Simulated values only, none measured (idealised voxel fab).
process module | voxel gate over fins
cross-section cut | 290 nm wide | cells 5 nm
A cross-section is a grid of square cells, given in bands from the top down. A band is one or more rows of cells.
Each band's line starts with the height of the band's top and of its bottom, in nm. Then come its materials from left to right, each with its width in nm. One material with "throughout" fills the band from edge to edge. "air" is empty space.
Height 0 is the level under which the wafer as received is all one material. The lowest band goes on downwards, as in "0 down".
A width such as "30 to 40" changes by the same amount from each row of cells to the next, from the band's top row to its bottom row.
"no change" after a step means that no cell of the cross-section changed.
closed voids: empty space of 8 cells or more with no open way to the top, each as width x height at its distance from the left edge, in nm
after a step's settings: what the simulator itself notes on the step
overlay nm, on a step with a mask: how far to the right of its planned place the mask lay; to the left if negative
plan
1 op RECEIVE | material Si
2 op CONFORMAL_DEP | material SiN | thk nm 5
3 op PATTERN | tone cover | mask id FINS | material resist | width nm 15 | pitch nm 35 | thk nm 20 | overlay nm 0
4 op DIRECTIONAL_ETCH | etch materials SiN | depth nm 5
5 op DIRECTIONAL_ETCH | etch materials Si | depth nm 25
6 op STRIP | etch materials resist
7 op FILL_DEP | material SiO2 | thk nm 5
8 op CMP | height nm 5
9 op SELECTIVE_ETCH | etch materials SiO2 | depth nm 20
10 op STRIP | etch materials SiN
11 op CONFORMAL_DEP | material HfO2 | thk nm 5
12 op CONFORMAL_DEP | material TiN | thk nm 5
13 op CONFORMAL_DEP | material TiAl | thk nm 5
14 op CONFORMAL_DEP | material TiN | thk nm 5
15 op FILL_DEP | material W | thk nm 10
16 op CMP | height nm 25
17 op CONFORMAL_DEP | material SiCN | thk nm 5
varied across the wafers: depth nm of step 5. The plan shows the first wafer's value. All wafers start alike
first wafer as received, after step 1
  0 down: Si throughout
  closed voids: none
each wafer at the end: cells of each material gained (+) or lost (-) since it was received, then its closed voids
depth nm 25 | +76 HfO2 | -245 Si | +58 SiCN | +98 SiO2 | +64 TiAl | +140 TiN | +157 W | closed voids: none
depth nm 30 | +76 HfO2 | -294 Si | +58 SiCN | +147 SiO2 | +64 TiAl | +140 TiN | +157 W | closed voids: none
depth nm 35 | +76 HfO2 | -343 Si | +58 SiCN | +196 SiO2 | +64 TiAl | +140 TiN | +157 W | closed voids: none
depth nm 40 | +76 HfO2 | -392 Si | +58 SiCN | +245 SiO2 | +64 TiAl | +140 TiN | +157 W | closed voids: none
depth nm 45 | +76 HfO2 | -441 Si | +58 SiCN | +294 SiO2 | +64 TiAl | +140 TiN | +157 W | closed voids: none
depth nm 50 | +76 HfO2 | -490 Si | +58 SiCN | +343 SiO2 | +64 TiAl | +140 TiN | +157 W | closed voids: none
